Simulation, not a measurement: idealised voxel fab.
Process module, titled voxel gate over fins
Shown is cross-section cut, with a width of 255 nm and square cells of size 5 nm.
Reading order for cross-sections: top band down to bottom band. Underlying form: a grid of square cells. Band size: one or more rows of cells. Heights first: top, then bottom, in nm. Then materials, left to right, each with a width in nm. "everywhere" on a single material: fills the band edge to edge. "blank": empty space. Height datum 0, below which the as-received substrate wafer is one material. Lowest band open at the bottom, running downward: "0 -> down". The notation "30..40" denotes a width that varies across the rows of cells in the band, beginning at the first number in the top row, finishing at the second number in the bottom row, and changing by an identical amount from each row to the next. Where the words "stayed the same" appear for a step, the cross-section shows no cell changed by that step; every cell remained as before. Enclosed voids (no open way to top), threshold 8 cells or more, entry "Enclosed voids", notation width x height at distance, distance from left edge, nm. Formally, on a step line, whatever follows the settings is a remark that the simulator itself makes on the step. Steps that use a mask can have "overlay nm" on their line. It says how far the mask sat to the right of where it was meant to be. Negative means to the left.

# Set out below are the planned steps of the process
1: RECEIVE (material Si)
2: CONFORMAL_DEP (material SiN; thk nm 5)
3: PATTERN (tone cover; mask id FINS; material resist; width nm 15; pitch nm 35; thk nm 20; overlay nm 0)
4: DIRECTIONAL_ETCH (etch materials SiN; depth nm 5)
5: DIRECTIONAL_ETCH (etch materials Si; depth nm 40)
6: STRIP (etch materials resist)
7: OXIDIZE (depth nm 5)
8: FILL_DEP (material SiO2; thk nm 10)
9: CMP (height nm 5)
10: SELECTIVE_ETCH (etch materials SiO2; depth nm 15)
11: STRIP (etch materials SiN)
12: CONFORMAL_DEP (material HfO2; thk nm 5)
13: CONFORMAL_DEP (material TiN; thk nm 5)
14: CONFORMAL_DEP (material TiAl; thk nm 5)
15: CONFORMAL_DEP (material TiN; thk nm 5)
16: FILL_DEP (material W; thk nm 15)
17: CMP (height nm 30)
18: CONFORMAL_DEP (material SiCN; thk nm 10)

# Of two wafers, the first: run according to plan

# Cross-section of the wafer upon arrival, representing the state reached after step 1
	0 -> down | Si everywhere
	Enclosed voids: none

# After step 2, in cross-section
	5 -> 0 | SiN everywhere
	Below a height of 0, the structure has not been altered.

# After step 3, in cross-section
	25 -> 5 | 65 nm blank; 15 nm resist; 20 nm blank; 15 nm resist; 20 nm blank; 15 nm resist; 20 nm blank; 15 nm resist; 70 nm blank
	Below a height of 5, the structure has not been altered.

# After step 4, in cross-section
	25 -> 5 | 65 nm blank; 15 nm resist; 20 nm blank; 15 nm resist; 20 nm blank; 15 nm resist; 20 nm blank; 15 nm resist; 70 nm blank
	5 -> 0 | 65 nm blank; 15 nm SiN; 20 nm blank; 15 nm SiN; 20 nm blank; 15 nm SiN; 20 nm blank; 15 nm SiN; 70 nm blank
	Below a height of 0, the structure has not been altered.

# After step 5, in cross-section
	25 -> 5 | 65 nm blank; 15 nm resist; 20 nm blank; 15 nm resist; 20 nm blank; 15 nm resist; 20 nm blank; 15 nm resist; 70 nm blank
	5 -> 0 | 65 nm blank; 15 nm SiN; 20 nm blank; 15 nm SiN; 20 nm blank; 15 nm SiN; 20 nm blank; 15 nm SiN; 70 nm blank
	0 -> -40 | 65 nm blank; 15 nm Si; 20 nm blank; 15 nm Si; 20 nm blank; 15 nm Si; 20 nm blank; 15 nm Si; 70 nm blank
	Below a height of -40, the structure has not been altered.

# After step 6, in cross-section
	5 -> 0 | 65 nm blank; 15 nm SiN; 20 nm blank; 15 nm SiN; 20 nm blank; 15 nm SiN; 20 nm blank; 15 nm SiN; 70 nm blank
	Below a height of 0, the structure has not been altered.

# After step 7, in cross-section
	5 -> 0 | 65 nm blank; 15 nm SiN; 20 nm blank; 15 nm SiN; 20 nm blank; 15 nm SiN; 20 nm blank; 15 nm SiN; 70 nm blank
	0 -> -40 | 65 nm blank; 5 nm SiO2; 5 nm Si; 5 nm SiO2; 20 nm blank; 5 nm SiO2; 5 nm Si; 5 nm SiO2; 20 nm blank; 5 nm SiO2; 5 nm Si; 5 nm SiO2; 20 nm blank; 5 nm SiO2; 5 nm Si; 5 nm SiO2; 70 nm blank
	-40 -> -45 | 70 nm SiO2; 5 nm Si; 30 nm SiO2; 5 nm Si; 30 nm SiO2; 5 nm Si; 30 nm SiO2; 5 nm Si; 75 nm SiO2
	Below a height of -45, the structure has not been altered.

# After step 8, in cross-section
	15 -> 5 | SiO2 everywhere
	5 -> 0 | 65 nm SiO2; 15 nm SiN; 20 nm SiO2; 15 nm SiN; 20 nm SiO2; 15 nm SiN; 20 nm SiO2; 15 nm SiN; 70 nm SiO2
	0 -> -45 | 70 nm SiO2; 5 nm Si; 30 nm SiO2; 5 nm Si; 30 nm SiO2; 5 nm Si; 30 nm SiO2; 5 nm Si; 75 nm SiO2
	Below a height of -45, the structure has not been altered.

# After step 9, in cross-section
	5 -> 0 | 65 nm SiO2; 15 nm SiN; 20 nm SiO2; 15 nm SiN; 20 nm SiO2; 15 nm SiN; 20 nm SiO2; 15 nm SiN; 70 nm SiO2
	Below a height of 0, the structure has not been altered.

# After step 10, in cross-section
	5 -> 0 | 65 nm blank; 15 nm SiN; 20 nm blank; 15 nm SiN; 20 nm blank; 15 nm SiN; 20 nm blank; 15 nm SiN; 70 nm blank
	0 -> -10 | 70 nm blank; 5 nm Si; 30 nm blank; 5 nm Si; 30 nm blank; 5 nm Si; 30 nm blank; 5 nm Si; 75 nm blank
	Below a height of -10, the structure has not been altered.

# After step 11, in cross-section
	0 -> -10 | 70 nm blank; 5 nm Si; 30 nm blank; 5 nm Si; 30 nm blank; 5 nm Si; 30 nm blank; 5 nm Si; 75 nm blank
	Below a height of -10, the structure has not been altered.

# After step 12, in cross-section
	5 -> 0 | 65 nm blank; 15 nm HfO2; 20 nm blank; 15 nm HfO2; 20 nm blank; 15 nm HfO2; 20 nm blank; 15 nm HfO2; 70 nm blank
	0 -> -5 | 65 nm blank; 5 nm HfO2; 5 nm Si; 5 nm HfO2; 20 nm blank; 5 nm HfO2; 5 nm Si; 5 nm HfO2; 20 nm blank; 5 nm HfO2; 5 nm Si; 5 nm HfO2; 20 nm blank; 5 nm HfO2; 5 nm Si; 5 nm HfO2; 70 nm blank
	-5 -> -10 | 70 nm HfO2; 5 nm Si; 30 nm HfO2; 5 nm Si; 30 nm HfO2; 5 nm Si; 30 nm HfO2; 5 nm Si; 75 nm HfO2
	Below a height of -10, the structure has not been altered.

# After step 13, in cross-section
	10 -> 5 | 60 nm blank; 25 nm TiN; 10 nm blank; 25 nm TiN; 10 nm blank; 25 nm TiN; 10 nm blank; 25 nm TiN; 65 nm blank
	5 -> 0 | 60 nm blank; 5 nm TiN; 15 nm HfO2; 5 nm TiN; 10 nm blank; 5 nm TiN; 15 nm HfO2; 5 nm TiN; 10 nm blank; 5 nm TiN; 15 nm HfO2; 5 nm TiN; 10 nm blank; 5 nm TiN; 15 nm HfO2; 5 nm TiN; 65 nm blank
	0 -> -5 | 65 nm TiN; 5 nm HfO2; 5 nm Si; 5 nm HfO2; 20 nm TiN; 5 nm HfO2; 5 nm Si; 5 nm HfO2; 20 nm TiN; 5 nm HfO2; 5 nm Si; 5 nm HfO2; 20 nm TiN; 5 nm HfO2; 5 nm Si; 5 nm HfO2; 70 nm TiN
	Below a height of -5, the structure has not been altered.

# After step 14, in cross-section
	15 -> 10 | 55 nm blank; 140 nm TiAl; 60 nm blank
	10 -> 5 | 55 nm blank; 5 nm TiAl; 25 nm TiN; 10 nm TiAl; 25 nm TiN; 10 nm TiAl; 25 nm TiN; 10 nm TiAl; 25 nm TiN; 5 nm TiAl; 60 nm blank
	5 -> 0 | 60 nm TiAl; 5 nm TiN; 15 nm HfO2; 5 nm TiN; 10 nm TiAl; 5 nm TiN; 15 nm HfO2; 5 nm TiN; 10 nm TiAl; 5 nm TiN; 15 nm HfO2; 5 nm TiN; 10 nm TiAl; 5 nm TiN; 15 nm HfO2; 5 nm TiN; 65 nm TiAl
	Below a height of 0, the structure has not been altered.

# After step 15, in cross-section
	20 -> 15 | 50 nm blank; 150 nm TiN; 55 nm blank
	15 -> 10 | 50 nm blank; 5 nm TiN; 140 nm TiAl; 5 nm TiN; 55 nm blank
	10 -> 5 | 55 nm TiN; 5 nm TiAl; 25 nm TiN; 10 nm TiAl; 25 nm TiN; 10 nm TiAl; 25 nm TiN; 10 nm TiAl; 25 nm TiN; 5 nm TiAl; 60 nm TiN
	Below a height of 5, the structure has not been altered.

# After step 16, in cross-section
	35 -> 20 | W everywhere
	20 -> 15 | 50 nm W; 150 nm TiN; 55 nm W
	15 -> 10 | 50 nm W; 5 nm TiN; 140 nm TiAl; 5 nm TiN; 55 nm W
	Below a height of 10, the structure has not been altered.

# After step 17, in cross-section
	30 -> 20 | W everywhere
	Below a height of 20, the structure has not been altered.

# After step 18, in cross-section
	40 -> 30 | SiCN everywhere
	Below a height of 30, the structure has not been altered.

# Wafer two of the pair: same origin, same plan, one error during the run; identical to wafer one up to and including step 13

# Cross-sectional representation of the second wafer at the time designated in the plan for the completion of step 14
	15 -> 5 | 55 nm blank; 140 nm TiN; 60 nm blank
	5 -> 0 | 65 nm TiN; 15 nm HfO2; 20 nm TiN; 15 nm HfO2; 20 nm TiN; 15 nm HfO2; 20 nm TiN; 15 nm HfO2; 70 nm TiN
	Below a height of 0, the structure has not been altered.

# Cross-sectional representation of the second wafer at the time designated in the plan for the completion of step 15
	20 -> 15 | 50 nm blank; 150 nm TiAl; 55 nm blank
	15 -> 10 | 50 nm blank; 5 nm TiAl; 140 nm TiN; 5 nm TiAl; 55 nm blank
	10 -> 5 | 55 nm TiAl; 140 nm TiN; 60 nm TiAl
	Below a height of 5, the structure has not been altered.

# Cross-sectional representation of the second wafer at the time designated in the plan for the completion of step 16
	35 -> 20 | W everywhere
	20 -> 15 | 50 nm W; 150 nm TiAl; 55 nm W
	15 -> 10 | 50 nm W; 5 nm TiAl; 140 nm TiN; 5 nm TiAl; 55 nm W
	Below a height of 10, the structure has not been altered.

# Cross-sectional representation of the second wafer at the time designated in the plan for the completion of step 17
	30 -> 20 | W everywhere
	Below a height of 20, the structure has not been altered.

# Cross-sectional representation of the second wafer at the time designated in the plan for the completion of step 18
	40 -> 30 | SiCN everywhere
	Below a height of 30, the structure has not been altered.
Where did the run depart from the plan? steps 14 and 15 were swapped
Heads up, by the end the second wafer has more or fewer cells of some materials compared to the first: 12 fewer of TiAl, 12 more of TiN
